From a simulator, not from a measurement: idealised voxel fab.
Process module, titled voxel wiring stack
FYI the section here is cut, 295 nm wide, cells are 5 nm squares.
A cross-section is a grid of square cells, given in bands from the top down. A band is one or more rows of cells.
Heights first: top, then bottom, in nm. Then materials, left to right, each with a width in nm. "everywhere" on a single material: fills the band edge to edge. "air": empty space.
The level at which height equals 0 is the one under which the wafer, as it arrives, is entirely one material. No lower edge exists for the bottom band, which continues downward and is notated as in "0..down".
When a width is written as two numbers, as in "30 to 40", the first number is the width in the top row of cells of the band and the second is the width in its bottom row, and the width changes by the same amount from each row to the next.
You'll sometimes find "remained the same" written for a step, and that's the way of saying that nowhere in the cross-section did a cell change during that step.
Empty spaces without an open route to the top, at least 8 cells in extent, make up the entry "Enclosed void listing"; each is given as width x height at distance, where the distance is measured from the left edge, and all are in nm.
Formally, on a step line, whatever follows the settings is a remark that the simulator itself makes on the step.
"overlay nm" answers the question of how far to the right of plan the mask lay on a step that has a mask, and when it is negative the answer is to the left.
Structure of the following material. The material consists of pairs of cross-sections. Each pair comprises the cross-section before one process step and the cross-section after that step, the latter shown only down to the lowest band that changed. The step between the cross-sections is specified beneath each pair, including its settings. Pairs are not necessarily consecutive: they may derive from different runs of this module performed on the same starting wafer. Continuity with the pair above is to be assumed only where the entry headed "State before" of the pair in question states it.

### State before
> 0..down: Si everywhere
> Enclosed void listing: none

### As Processed
> 10..0: SiO2 everywhere
> Below 0 it's all the same as before, nothing changed down there.
> Enclosed void listing: none
What was done to get from the upper cross-section to the lower one? CONFORMAL_DEP with material SiO2, thk nm 10

State before: the cross-section after the pair above

### As Processed
> 15..10: SiCN everywhere
> Below 10 it's all the same as before, nothing changed down there.
> Enclosed void listing: none
What was done to get from the upper cross-section to the lower one? CONFORMAL_DEP with material SiCN, thk nm 5

State before: the cross-section after the pair above

### As Processed
> 40..15: lowk everywhere
> Below 15 it's all the same as before, nothing changed down there.
> Enclosed void listing: none
What was done to get from the upper cross-section to the lower one? DIRECTIONAL_DEP with material lowk, thk nm 25

State before: the cross-section after the pair above

### As Processed
> 55..40: 110 of resist, then 25 of air, then 20 of resist, then 25 of air, then 115 of resist
> Below 40 it's all the same as before, nothing changed down there.
> Enclosed void listing: none
What was done to get from the upper cross-section to the lower one? PATTERN with tone open, mask id METAL_1, material resist, width nm 25, pitch nm 45, thk nm 15, overlay nm 0

State before: the cross-section after the pair above

### As Processed
> 55..40: 110 of resist, then 25 of air, then 20 of resist, then 25 of air, then 115 of resist
> 40..15: 110 of lowk, then 25 of air, then 20 of lowk, then 25 of air, then 115 of lowk
> Below 15 it's all the same as before, nothing changed down there.
> Enclosed void listing: none
What was done to get from the upper cross-section to the lower one? DIRECTIONAL_ETCH with etch materials lowk, depth nm 25

State before: the cross-section after the pair above

### As Processed
> 55..40: 110 of resist, then 25 of air, then 20 of resist, then 25 of air, then 115 of resist
> 40..15: 110 of lowk, then 25 of air, then 20 of lowk, then 25 of air, then 115 of lowk
> 15..10: 110 of SiCN, then 25 of air, then 20 of SiCN, then 25 of air, then 115 of SiCN
> Below 10 it's all the same as before, nothing changed down there.
> Enclosed void listing: none
What was done to get from the upper cross-section to the lower one? DIRECTIONAL_ETCH with etch materials SiCN, depth nm 5

State before: the cross-section after the pair above

### As Processed
> 40..15: 110 of lowk, then 25 of air, then 20 of lowk, then 25 of air, then 115 of lowk
> Below 15 it's all the same as before, nothing changed down there.
> Enclosed void listing: none
What was done to get from the upper cross-section to the lower one? STRIP with etch materials resist

State before: the cross-section after the pair above

### As Processed
> 45..40: 115 of TiN, then 15 of air, then 30 of TiN, then 15 of air, then 120 of TiN
> 40..15: 110 of lowk, then 5 of TiN, then 15 of air, then 5 of TiN, then 20 of lowk, then 5 of TiN, then 15 of air, then 5 of TiN, then 115 of lowk
> 15..10: 110 of SiCN, then 25 of TiN, then 20 of SiCN, then 25 of TiN, then 115 of SiCN
> Below 10 it's all the same as before, nothing changed down there.
> Enclosed void listing: none
What was done to get from the upper cross-section to the lower one? CONFORMAL_DEP with material TiN, thk nm 5

State before: the cross-section after the pair above

### As Processed
> 50..45: Cu everywhere
> 45..40: 115 of TiN, then 15 of Cu, then 30 of TiN, then 15 of Cu, then 120 of TiN
> 40..15: 110 of lowk, then 5 of TiN, then 15 of Cu, then 5 of TiN, then 20 of lowk, then 5 of TiN, then 15 of Cu, then 5 of TiN, then 115 of lowk
> Below 15 it's all the same as before, nothing changed down there.
> Enclosed void listing: none
What was done to get from the upper cross-section to the lower one? FILL_DEP with material Cu, thk nm 5

State before: the cross-section after the pair above

### As Processed
> 40..15: 110 of lowk, then 5 of TiN, then 15 of Cu, then 5 of TiN, then 20 of lowk, then 5 of TiN, then 15 of Cu, then 5 of TiN, then 115 of lowk
> Below 15 it's all the same as before, nothing changed down there.
> Enclosed void listing: none
What was done to get from the upper cross-section to the lower one? CMP with height nm 40

State before: the cross-section after the pair above

### As Processed
> 45..40: SiCN everywhere
> Below 40 it's all the same as before, nothing changed down there.
> Enclosed void listing: none
What was done to get from the upper cross-section to the lower one? CONFORMAL_DEP with material SiCN, thk nm 5

State before: the cross-section after the pair above

### As Processed
> 60..45: lowk everywhere
> Below 45 it's all the same as before, nothing changed down there.
> Enclosed void listing: none
What was done to get from the upper cross-section to the lower one? DIRECTIONAL_DEP with material lowk, thk nm 15

State before: the cross-section after the pair above

### As Processed
> 75..60: aC everywhere
> Below 60 it's all the same as before, nothing changed down there.
> Enclosed void listing: none
What was done to get from the upper cross-section to the lower one? DIRECTIONAL_DEP with material aC, thk nm 15

State before: the cross-section after the pair above

### As Processed
> 110..75: 110 of resist, then 15 of air, then 170 of resist
> Below 75 it's all the same as before, nothing changed down there.
> Enclosed void listing: none
What was done to get from the upper cross-section to the lower one? PATTERN with tone open, mask id PLUG_1, material resist, width nm 15, thk nm 35, overlay nm 0

State before: the cross-section after the pair above

### As Processed
> 95..75: 110 of resist, then 15 of air, then 170 of resist
> 75..60: 110 of aC, then 15 of air, then 170 of aC
> Below 60 it's all the same as before, nothing changed down there.
> Enclosed void listing: none
What was done to get from the upper cross-section to the lower one? DIRECTIONAL_ETCH with etch materials aC, depth nm 15

State before: the cross-section after the pair above

### As Processed
> 75..60: 110 of aC, then 15 of air, then 170 of aC
> Below 60 it's all the same as before, nothing changed down there.
> Enclosed void listing: none
What was done to get from the upper cross-section to the lower one? STRIP with etch materials resist

State before: the cross-section after the pair above

### As Processed
> 75..60: 110 of aC, then 15 of air, then 170 of aC
> 60..45: 110 of lowk, then 15 of air, then 170 of lowk
> Below 45 it's all the same as before, nothing changed down there.
> Enclosed void listing: none
What was done to get from the upper cross-section to the lower one? DIRECTIONAL_ETCH with etch materials lowk, depth nm 15

State before: the cross-section after the pair above

### As Processed
> 75..60: 110 of aC, then 15 of air, then 170 of aC
> 60..45: 110 of lowk, then 15 of air, then 170 of lowk
> 45..40: 110 of SiCN, then 15 of air, then 170 of SiCN
> Below 40 it's all the same as before, nothing changed down there.
> Enclosed void listing: none
What was done to get from the upper cross-section to the lower one? DIRECTIONAL_ETCH with etch materials SiCN, depth nm 5

State before: the cross-section after the pair above

### As Processed
> 60..45: 110 of lowk, then 15 of air, then 170 of lowk
> Below 45 it's all the same as before, nothing changed down there.
> Enclosed void listing: none
What was done to get from the upper cross-section to the lower one? STRIP with etch materials aC

State before: the cross-section after the pair above

### As Processed
> 60..50: 110 of lowk, then 15 of air, then 170 of lowk
> 50..45: 110 of lowk, then 15 of Ru, then 170 of lowk
> 45..40: 110 of SiCN, then 15 of Ru, then 170 of SiCN
> Below 40 it's all the same as before, nothing changed down there.
> Enclosed void listing: none
What was done to get from the upper cross-section to the lower one? EPI with material Ru, thk nm 10

State before: the cross-section after the pair above

### As Processed
> 60..45: 110 of lowk, then 15 of Ru, then 170 of lowk
> Below 45 it's all the same as before, nothing changed down there.
> Enclosed void listing: none
What was done to get from the upper cross-section to the lower one? EPI with material Ru, thk nm 10

State before: the cross-section after the pair above

### As Processed
> 65..60: SiCN everywhere
> Below 60 it's all the same as before, nothing changed down there.
> Enclosed void listing: none
What was done to get from the upper cross-section to the lower one? CONFORMAL_DEP with material SiCN, thk nm 5

State before: the cross-section after the pair above

### As Processed
> 80..65: lowk everywhere
> Below 65 it's all the same as before, nothing changed down there.
> Enclosed void listing: none
What was done to get from the upper cross-section to the lower one? DIRECTIONAL_DEP with material lowk, thk nm 15

State before: the cross-section after the pair above

### As Processed
> 100..80: 110 of resist, then 25 of air, then 20 of resist, then 25 of air, then 115 of resist
> Below 80 it's all the same as before, nothing changed down there.
> Enclosed void listing: none
What was done to get from the upper cross-section to the lower one? PATTERN with tone open, mask id METAL_2, material resist, width nm 25, pitch nm 45, thk nm 20, overlay nm 0

State before: the cross-section after the pair above

### As Processed
> 100..80: 110 of resist, then 25 of air, then 20 of resist, then 25 of air, then 115 of resist
> 80..65: 110 of lowk, then 25 of air, then 20 of lowk, then 25 of air, then 115 of lowk
> Below 65 it's all the same as before, nothing changed down there.
> Enclosed void listing: none
What was done to get from the upper cross-section to the lower one? DIRECTIONAL_ETCH with etch materials lowk, depth nm 15

State before: the cross-section after the pair above

### As Processed
> 100..80: 110 of resist, then 25 of air, then 20 of resist, then 25 of air, then 115 of resist
> 80..65: 110 of lowk, then 25 of air, then 20 of lowk, then 25 of air, then 115 of lowk
> 65..60: 110 of SiCN, then 25 of air, then 20 of SiCN, then 25 of air, then 115 of SiCN
> Below 60 it's all the same as before, nothing changed down there.
> Enclosed void listing: none
What was done to get from the upper cross-section to the lower one? DIRECTIONAL_ETCH with etch materials SiCN, depth nm 5

State before: the cross-section after the pair above

### As Processed
> 80..65: 110 of lowk, then 25 of air, then 20 of lowk, then 25 of air, then 115 of lowk
> Below 65 it's all the same as before, nothing changed down there.
> Enclosed void listing: none
What was done to get from the upper cross-section to the lower one? STRIP with etch materials resist

State before: the cross-section after the pair above

### As Processed
> 85..80: 115 of TiN, then 15 of air, then 30 of TiN, then 15 of air, then 120 of TiN
> 80..65: 110 of lowk, then 5 of TiN, then 15 of air, then 5 of TiN, then 20 of lowk, then 5 of TiN, then 15 of air, then 5 of TiN, then 115 of lowk
> 65..60: 110 of SiCN, then 25 of TiN, then 20 of SiCN, then 25 of TiN, then 115 of SiCN
> Below 60 it's all the same as before, nothing changed down there.
> Enclosed void listing: none
What was done to get from the upper cross-section to the lower one? CONFORMAL_DEP with material TiN, thk nm 5

State before: the cross-section after the pair above

### As Processed
> 90..85: Ru everywhere
> 85..80: 115 of TiN, then 15 of Ru, then 30 of TiN, then 15 of Ru, then 120 of TiN
> 80..65: 110 of lowk, then 5 of TiN, then 15 of Ru, then 5 of TiN, then 20 of lowk, then 5 of TiN, then 15 of Ru, then 5 of TiN, then 115 of lowk
> Below 65 it's all the same as before, nothing changed down there.
> Enclosed void listing: none
What was done to get from the upper cross-section to the lower one? FILL_DEP with material Ru, thk nm 5

State before: the cross-section after the pair above

### As Processed
> 80..65: 110 of lowk, then 5 of TiN, then 15 of Ru, then 5 of TiN, then 20 of lowk, then 5 of TiN, then 15 of Ru, then 5 of TiN, then 115 of lowk
> Below 65 it's all the same as before, nothing changed down there.
> Enclosed void listing: none
What was done to get from the upper cross-section to the lower one? CMP with height nm 80

State before: the cross-section after the pair above

### As Processed
> 85..80: SiCN everywhere
> Below 80 it's all the same as before, nothing changed down there.
> Enclosed void listing: none
What was done to get from the upper cross-section to the lower one? CONFORMAL_DEP with material SiCN, thk nm 5

State before: the cross-section after the pair above

### As Processed
> 105..85: SiO2 everywhere
> Below 85 it's all the same as before, nothing changed down there.
> Enclosed void listing: none
What was done to get from the upper cross-section to the lower one? DIRECTIONAL_DEP with material SiO2, thk nm 20

State before: the cross-section after the pair above

### As Processed
> 125..105: 110 of resist, then 15 of air, then 170 of resist
> Below 105 it's all the same as before, nothing changed down there.
> Enclosed void listing: none
What was done to get from the upper cross-section to the lower one? PATTERN with tone open, mask id PLUG_2, material resist, width nm 15, thk nm 20, overlay nm 0

State before: the cross-section after the pair above

### As Processed
> 125..105: 110 of resist, then 15 of air, then 170 of resist
> 105..85: 110 of SiO2, then 15 of air, then 170 of SiO2
> Below 85 it's all the same as before, nothing changed down there.
> Enclosed void listing: none
What was done to get from the upper cross-section to the lower one? DIRECTIONAL_ETCH with etch materials SiO2, depth nm 20

State before: the cross-section after the pair above

### As Processed
> 125..105: 110 of resist, then 15 of air, then 170 of resist
> 105..85: 110 of SiO2, then 15 of air, then 170 of SiO2
> 85..80: 110 of SiCN, then 15 of air, then 170 of SiCN
> Below 80 it's all the same as before, nothing changed down there.
> Enclosed void listing: none
What was done to get from the upper cross-section to the lower one? DIRECTIONAL_ETCH with etch materials SiCN, depth nm 5

State before: the cross-section after the pair above

### As Processed
> 105..85: 110 of SiO2, then 15 of air, then 170 of SiO2
> Below 85 it's all the same as before, nothing changed down there.
> Enclosed void listing: none
What was done to get from the upper cross-section to the lower one? STRIP with etch materials resist

State before: the cross-section after the pair above

### As Processed
> 110..105: 115 of TiN, then 5 of air, then 175 of TiN
> 105..85: 110 of SiO2, then 5 of TiN, then 5 of air, then 5 of TiN, then 170 of SiO2
> 85..80: 110 of SiCN, then 15 of TiN, then 170 of SiCN
> Below 80 it's all the same as before, nothing changed down there.
> Enclosed void listing: none
What was done to get from the upper cross-section to the lower one? CONFORMAL_DEP with material TiN, thk nm 5

State before: the cross-section after the pair above

### As Processed
> 115..110: Cu everywhere
> 110..105: 115 of TiN, then 5 of Cu, then 175 of TiN
> 105..85: 110 of SiO2, then 5 of TiN, then 5 of Cu, then 5 of TiN, then 170 of SiO2
> Below 85 it's all the same as before, nothing changed down there.
> Enclosed void listing: none
What was done to get from the upper cross-section to the lower one? FILL_DEP with material Cu, thk nm 5

State before: the cross-section after the pair above

### As Processed
> 105..85: 110 of SiO2, then 5 of TiN, then 5 of Cu, then 5 of TiN, then 170 of SiO2
> Below 85 it's all the same as before, nothing changed down there.
> Enclosed void listing: none
What was done to get from the upper cross-section to the lower one? CMP with height nm 105

State before: the cross-section after the pair above

### As Processed
> 110..105: TiN everywhere
> Below 105 it's all the same as before, nothing changed down there.
> Enclosed void listing: none
What was done to get from the upper cross-section to the lower one? DIRECTIONAL_DEP with material TiN, thk nm 5

State before: the cross-section after the pair above

### As Processed
> 135..110: Ru everywhere
> Below 110 it's all the same as before, nothing changed down there.
> Enclosed void listing: none
What was done to get from the upper cross-section to the lower one? DIRECTIONAL_DEP with material Ru, thk nm 25

State before: the cross-section after the pair above

### As Processed
> 145..135: aC everywhere
> Below 135 it's all the same as before, nothing changed down there.
> Enclosed void listing: none
What was done to get from the upper cross-section to the lower one? DIRECTIONAL_DEP with material aC, thk nm 10

State before: the cross-section after the pair above

### As Processed
> 170..145: 110 of air, then 25 of resist, then 20 of air, then 25 of resist, then 115 of air
> Below 145 it's all the same as before, nothing changed down there.
> Enclosed void listing: none
What was done to get from the upper cross-section to the lower one? PATTERN with tone cover, mask id METAL_3, material resist, width nm 25, pitch nm 45, thk nm 25, overlay nm 0

State before: the cross-section after the pair above

### As Processed
> 160..145: 110 of air, then 25 of resist, then 20 of air, then 25 of resist, then 115 of air
> 145..135: 110 of air, then 25 of aC, then 20 of air, then 25 of aC, then 115 of air
> Below 135 it's all the same as before, nothing changed down there.
> Enclosed void listing: none
What was done to get from the upper cross-section to the lower one? DIRECTIONAL_ETCH with etch materials aC, depth nm 10

State before: the cross-section after the pair above

### As Processed
> 145..135: 110 of air, then 25 of aC, then 20 of air, then 25 of aC, then 115 of air
> Below 135 it's all the same as before, nothing changed down there.
> Enclosed void listing: none
What was done to get from the upper cross-section to the lower one? STRIP with etch materials resist

State before: the cross-section after the pair above

### As Processed
> 145..135: 110 of air, then 25 of aC, then 20 of air, then 25 of aC, then 115 of air
> 135..110: 110 of air, then 25 of Ru, then 20 of air, then 25 of Ru, then 115 of air
> Below 110 it's all the same as before, nothing changed down there.
> Enclosed void listing: none
What was done to get from the upper cross-section to the lower one? DIRECTIONAL_ETCH with etch materials Ru, depth nm 25

State before: the cross-section after the pair above

### As Processed
> 145..135: 110 of air, then 25 of aC, then 20 of air, then 25 of aC, then 115 of air
> 135..110: 110 of air, then 25 of Ru, then 20 of air, then 25 of Ru, then 115 of air
> 110..105: 110 of air, then 25 of TiN, then 20 of air, then 25 of TiN, then 115 of air
> Below 105 it's all the same as before, nothing changed down there.
> Enclosed void listing: none
What was done to get from the upper cross-section to the lower one? DIRECTIONAL_ETCH with etch materials TiN, depth nm 5

State before: the cross-section after the pair above

### As Processed
> 135..110: 110 of air, then 25 of Ru, then 20 of air, then 25 of Ru, then 115 of air
> Below 110 it's all the same as before, nothing changed down there.
> Enclosed void listing: none
What was done to get from the upper cross-section to the lower one? STRIP with etch materials aC

State before: the cross-section after the pair above

### As Processed
> 140..135: 105 of air, then 35 of SiN, then 10 of air, then 35 of SiN, then 110 of air
> 135..110: 105 of air, then 5 of SiN, then 25 of Ru, then 5 of SiN, then 10 of air, then 5 of SiN, then 25 of Ru, then 5 of SiN, then 110 of air
> 110..105: 110 of SiN, then 25 of TiN, then 20 of SiN, then 25 of TiN, then 115 of SiN
> Below 105 it's all the same as before, nothing changed down there.
> Enclosed void listing: none
What was done to get from the upper cross-section to the lower one? CONFORMAL_DEP with material SiN, thk nm 5

State before: the cross-section after the pair above

### As Processed
> 145..140: SiO2 everywhere
> 140..135: 105 of SiO2, then 35 of SiN, then 10 of SiO2, then 35 of SiN, then 110 of SiO2
> 135..110: 105 of SiO2, then 5 of SiN, then 25 of Ru, then 5 of SiN, then 10 of SiO2, then 5 of SiN, then 25 of Ru, then 5 of SiN, then 110 of SiO2
> Below 110 it's all the same as before, nothing changed down there.
> Enclosed void listing: none
What was done to get from the upper cross-section to the lower one? FILL_DEP with material SiO2, thk nm 5

State before: the cross-section after the pair above

### As Processed
> 135..110: 105 of SiO2, then 5 of SiN, then 25 of Ru, then 5 of SiN, then 10 of SiO2, then 5 of SiN, then 25 of Ru, then 5 of SiN, then 110 of SiO2
> Below 110 it's all the same as before, nothing changed down there.
> Enclosed void listing: none
What was done to get from the upper cross-section to the lower one? CMP with height nm 135

State before: the cross-section after the pair above

### As Processed
> 140..135: SiN everywhere
> Below 135 it's all the same as before, nothing changed down there.
> Enclosed void listing: none
What was done to get from the upper cross-section to the lower one? CONFORMAL_DEP with material SiN, thk nm 5

### State before
> 0..down: Si everywhere
> Enclosed void listing: none

### As Processed
> 5..0: SiCN everywhere
> Below 0 it's all the same as before, nothing changed down there.
> Enclosed void listing: none
What was done to get from the upper cross-section to the lower one? CONFORMAL_DEP with material SiCN, thk nm 5

State before: the cross-section after the pair above

### As Processed
> 30..5: lowk everywhere
> Below 5 it's all the same as before, nothing changed down there.
> Enclosed void listing: none
What was done to get from the upper cross-section to the lower one? DIRECTIONAL_DEP with material lowk, thk nm 25

State before: the cross-section after the pair above

### As Processed
> 45..30: 110 of resist, then 25 of air, then 20 of resist, then 25 of air, then 115 of resist
> Below 30 it's all the same as before, nothing changed down there.
> Enclosed void listing: none
What was done to get from the upper cross-section to the lower one? PATTERN with tone open, mask id METAL_1, material resist, width nm 25, pitch nm 45, thk nm 15, overlay nm 0

State before: the cross-section after the pair above

### As Processed
> 45..30: 110 of resist, then 25 of air, then 20 of resist, then 25 of air, then 115 of resist
> 30..5: 110 of lowk, then 25 of air, then 20 of lowk, then 25 of air, then 115 of lowk
> Below 5 it's all the same as before, nothing changed down there.
> Enclosed void listing: none
What was done to get from the upper cross-section to the lower one? DIRECTIONAL_ETCH with etch materials lowk, depth nm 25

State before: the cross-section after the pair above

### As Processed
> 45..30: 110 of resist, then 25 of air, then 20 of resist, then 25 of air, then 115 of resist
> 30..5: 110 of lowk, then 25 of air, then 20 of lowk, then 25 of air, then 115 of lowk
> 5..0: 110 of SiCN, then 25 of air, then 20 of SiCN, then 25 of air, then 115 of SiCN
> Below 0 it's all the same as before, nothing changed down there.
> Enclosed void listing: none
What was done to get from the upper cross-section to the lower one? DIRECTIONAL_ETCH with etch materials SiCN, depth nm 5

State before: the cross-section after the pair above

### As Processed
> 30..5: 110 of lowk, then 25 of air, then 20 of lowk, then 25 of air, then 115 of lowk
> Below 5 it's all the same as before, nothing changed down there.
> Enclosed void listing: none
What was done to get from the upper cross-section to the lower one? STRIP with etch materials resist

State before: the cross-section after the pair above

### As Processed
> 35..30: 115 of TiN, then 15 of air, then 30 of TiN, then 15 of air, then 120 of TiN
> 30..5: 110 of lowk, then 5 of TiN, then 15 of air, then 5 of TiN, then 20 of lowk, then 5 of TiN, then 15 of air, then 5 of TiN, then 115 of lowk
> 5..0: 110 of SiCN, then 25 of TiN, then 20 of SiCN, then 25 of TiN, then 115 of SiCN
> Below 0 it's all the same as before, nothing changed down there.
> Enclosed void listing: none
What was done to get from the upper cross-section to the lower one? CONFORMAL_DEP with material TiN, thk nm 5

State before: the cross-section after the pair above

### As Processed
> 40..35: Cu everywhere
> 35..30: 115 of TiN, then 15 of Cu, then 30 of TiN, then 15 of Cu, then 120 of TiN
> 30..5: 110 of lowk, then 5 of TiN, then 15 of Cu, then 5 of TiN, then 20 of lowk, then 5 of TiN, then 15 of Cu, then 5 of TiN, then 115 of lowk
> Below 5 it's all the same as before, nothing changed down there.
> Enclosed void listing: none
What was done to get from the upper cross-section to the lower one? FILL_DEP with material Cu, thk nm 5

State before: the cross-section after the pair above

### As Processed
> 45..40: SiCN everywhere
> Below 40 it's all the same as before, nothing changed down there.
> Enclosed void listing: none
What was done to get from the upper cross-section to the lower one? CONFORMAL_DEP with material SiCN, thk nm 5

State before: the cross-section after the pair above

### As Processed
> 60..45: lowk everywhere
> Below 45 it's all the same as before, nothing changed down there.
> Enclosed void listing: none
What was done to get from the upper cross-section to the lower one? DIRECTIONAL_DEP with material lowk, thk nm 15

State before: the cross-section after the pair above

### As Processed
> 75..60: aC everywhere
> Below 60 it's all the same as before, nothing changed down there.
> Enclosed void listing: none
What was done to get from the upper cross-section to the lower one? DIRECTIONAL_DEP with material aC, thk nm 15

State before: the cross-section after the pair above

### As Processed
> 110..75: 110 of resist, then 15 of air, then 170 of resist
> Below 75 it's all the same as before, nothing changed down there.
> Enclosed void listing: none
What was done to get from the upper cross-section to the lower one? PATTERN with tone open, mask id PLUG_1, material resist, width nm 15, thk nm 35, overlay nm 0

State before: the cross-section after the pair above

### As Processed
> 95..75: 110 of resist, then 15 of air, then 170 of resist
> 75..60: 110 of aC, then 15 of air, then 170 of aC
> Below 60 it's all the same as before, nothing changed down there.
> Enclosed void listing: none
What was done to get from the upper cross-section to the lower one? DIRECTIONAL_ETCH with etch materials aC, depth nm 15

State before: the cross-section after the pair above

### As Processed
> 75..60: 110 of aC, then 15 of air, then 170 of aC
> Below 60 it's all the same as before, nothing changed down there.
> Enclosed void listing: none
What was done to get from the upper cross-section to the lower one? STRIP with etch materials resist

State before: the cross-section after the pair above

### As Processed
> 75..60: 110 of aC, then 15 of air, then 170 of aC
> 60..45: 110 of lowk, then 15 of air, then 170 of lowk
> Below 45 it's all the same as before, nothing changed down there.
> Enclosed void listing: none
What was done to get from the upper cross-section to the lower one? DIRECTIONAL_ETCH with etch materials lowk, depth nm 15

State before: the cross-section after the pair above

### As Processed
> 75..60: 110 of aC, then 15 of air, then 170 of aC
> 60..45: 110 of lowk, then 15 of air, then 170 of lowk
> 45..40: 110 of SiCN, then 15 of air, then 170 of SiCN
> Below 40 it's all the same as before, nothing changed down there.
> Enclosed void listing: none
What was done to get from the upper cross-section to the lower one? DIRECTIONAL_ETCH with etch materials SiCN, depth nm 5

State before: the cross-section after the pair above

### As Processed
> 60..45: 110 of lowk, then 15 of air, then 170 of lowk
> Below 45 it's all the same as before, nothing changed down there.
> Enclosed void listing: none
What was done to get from the upper cross-section to the lower one? STRIP with etch materials aC

State before: the cross-section after the pair above

### As Processed
> 60..50: 110 of lowk, then 15 of air, then 170 of lowk
> 50..45: 110 of lowk, then 15 of Ru, then 170 of lowk
> 45..40: 110 of SiCN, then 15 of Ru, then 170 of SiCN
> Below 40 it's all the same as before, nothing changed down there.
> Enclosed void listing: none
What was done to get from the upper cross-section to the lower one? EPI with material Ru, thk nm 10

State before: the cross-section after the pair above

### As Processed
> 60..45: 110 of lowk, then 15 of Ru, then 170 of lowk
> Below 45 it's all the same as before, nothing changed down there.
> Enclosed void listing: none
What was done to get from the upper cross-section to the lower one? EPI with material Ru, thk nm 10

State before: the cross-section after the pair above

### As Processed
> 65..60: SiCN everywhere
> Below 60 it's all the same as before, nothing changed down there.
> Enclosed void listing: none
What was done to get from the upper cross-section to the lower one? CONFORMAL_DEP with material SiCN, thk nm 5

State before: the cross-section after the pair above

### As Processed
> 80..65: lowk everywhere
> Below 65 it's all the same as before, nothing changed down there.
> Enclosed void listing: none
What was done to get from the upper cross-section to the lower one? DIRECTIONAL_DEP with material lowk, thk nm 15

State before: the cross-section after the pair above

### As Processed
> 100..80: 110 of resist, then 25 of air, then 20 of resist, then 25 of air, then 115 of resist
> Below 80 it's all the same as before, nothing changed down there.
> Enclosed void listing: none
What was done to get from the upper cross-section to the lower one? PATTERN with tone open, mask id METAL_2, material resist, width nm 25, pitch nm 45, thk nm 20, overlay nm 0

State before: the cross-section after the pair above

### As Processed
> 100..80: 110 of resist, then 25 of air, then 20 of resist, then 25 of air, then 115 of resist
> 80..65: 110 of lowk, then 25 of air, then 20 of lowk, then 25 of air, then 115 of lowk
> Below 65 it's all the same as before, nothing changed down there.
> Enclosed void listing: none
What was done to get from the upper cross-section to the lower one? DIRECTIONAL_ETCH with etch materials lowk, depth nm 15

State before: the cross-section after the pair above

### As Processed
> 100..80: 110 of resist, then 25 of air, then 20 of resist, then 25 of air, then 115 of resist
> 80..65: 110 of lowk, then 25 of air, then 20 of lowk, then 25 of air, then 115 of lowk
> 65..60: 110 of SiCN, then 25 of air, then 20 of SiCN, then 25 of air, then 115 of SiCN
> Below 60 it's all the same as before, nothing changed down there.
> Enclosed void listing: none
What was done to get from the upper cross-section to the lower one? DIRECTIONAL_ETCH with etch materials SiCN, depth nm 5

State before: the cross-section after the pair above

### As Processed
> 80..65: 110 of lowk, then 25 of air, then 20 of lowk, then 25 of air, then 115 of lowk
> Below 65 it's all the same as before, nothing changed down there.
> Enclosed void listing: none
What was done to get from the upper cross-section to the lower one? STRIP with etch materials resist

State before: the cross-section after the pair above

### As Processed
> 85..80: 115 of TiN, then 15 of air, then 30 of TiN, then 15 of air, then 120 of TiN
> 80..65: 110 of lowk, then 5 of TiN, then 15 of air, then 5 of TiN, then 20 of lowk, then 5 of TiN, then 15 of air, then 5 of TiN, then 115 of lowk
> 65..60: 110 of SiCN, then 25 of TiN, then 20 of SiCN, then 25 of TiN, then 115 of SiCN
> Below 60 it's all the same as before, nothing changed down there.
> Enclosed void listing: none
What was done to get from the upper cross-section to the lower one? CONFORMAL_DEP with material TiN, thk nm 5

State before: the cross-section after the pair above

### As Processed
> 90..85: Ru everywhere
> 85..80: 115 of TiN, then 15 of Ru, then 30 of TiN, then 15 of Ru, then 120 of TiN
> 80..65: 110 of lowk, then 5 of TiN, then 15 of Ru, then 5 of TiN, then 20 of lowk, then 5 of TiN, then 15 of Ru, then 5 of TiN, then 115 of lowk
> Below 65 it's all the same as before, nothing changed down there.
> Enclosed void listing: none
What was done to get from the upper cross-section to the lower one? FILL_DEP with material Ru, thk nm 5

State before: the cross-section after the pair above

### As Processed
> 80..65: 110 of lowk, then 5 of TiN, then 15 of Ru, then 5 of TiN, then 20 of lowk, then 5 of TiN, then 15 of Ru, then 5 of TiN, then 115 of lowk
> Below 65 it's all the same as before, nothing changed down there.
> Enclosed void listing: none
What was done to get from the upper cross-section to the lower one? CMP with height nm 80

State before: the cross-section after the pair above

### As Processed
> 85..80: SiCN everywhere
> Below 80 it's all the same as before, nothing changed down there.
> Enclosed void listing: none
What was done to get from the upper cross-section to the lower one? CONFORMAL_DEP with material SiCN, thk nm 5

State before: the cross-section after the pair above

### As Processed
> 105..85: SiO2 everywhere
> Below 85 it's all the same as before, nothing changed down there.
> Enclosed void listing: none
What was done to get from the upper cross-section to the lower one? DIRECTIONAL_DEP with material SiO2, thk nm 20

State before: the cross-section after the pair above

### As Processed
> 125..105: 110 of resist, then 15 of air, then 170 of resist
> Below 105 it's all the same as before, nothing changed down there.
> Enclosed void listing: none
What was done to get from the upper cross-section to the lower one? PATTERN with tone open, mask id PLUG_2, material resist, width nm 15, thk nm 20, overlay nm 0

State before: the cross-section after the pair above

### As Processed
> 125..105: 110 of resist, then 15 of air, then 170 of resist
> 105..85: 110 of SiO2, then 15 of air, then 170 of SiO2
> Below 85 it's all the same as before, nothing changed down there.
> Enclosed void listing: none
What was done to get from the upper cross-section to the lower one? DIRECTIONAL_ETCH with etch materials SiO2, depth nm 20

State before: the cross-section after the pair above

### As Processed
> 125..105: 110 of resist, then 15 of air, then 170 of resist
> 105..85: 110 of SiO2, then 15 of air, then 170 of SiO2
> 85..80: 110 of SiCN, then 15 of air, then 170 of SiCN
> Below 80 it's all the same as before, nothing changed down there.
> Enclosed void listing: none
What was done to get from the upper cross-section to the lower one? DIRECTIONAL_ETCH with etch materials SiCN, depth nm 5

State before: the cross-section after the pair above

### As Processed
> 105..85: 110 of SiO2, then 15 of air, then 170 of SiO2
> Below 85 it's all the same as before, nothing changed down there.
> Enclosed void listing: none
What was done to get from the upper cross-section to the lower one? STRIP with etch materials resist

State before: the cross-section after the pair above

### As Processed
> 110..105: 115 of TiN, then 5 of air, then 175 of TiN
> 105..85: 110 of SiO2, then 5 of TiN, then 5 of air, then 5 of TiN, then 170 of SiO2
> 85..80: 110 of SiCN, then 15 of TiN, then 170 of SiCN
> Below 80 it's all the same as before, nothing changed down there.
> Enclosed void listing: none
What was done to get from the upper cross-section to the lower one? CONFORMAL_DEP with material TiN, thk nm 5

State before: the cross-section after the pair above

### As Processed
> 115..110: Cu everywhere
> 110..105: 115 of TiN, then 5 of Cu, then 175 of TiN
> 105..85: 110 of SiO2, then 5 of TiN, then 5 of Cu, then 5 of TiN, then 170 of SiO2
> Below 85 it's all the same as before, nothing changed down there.
> Enclosed void listing: none
What was done to get from the upper cross-section to the lower one? FILL_DEP with material Cu, thk nm 5
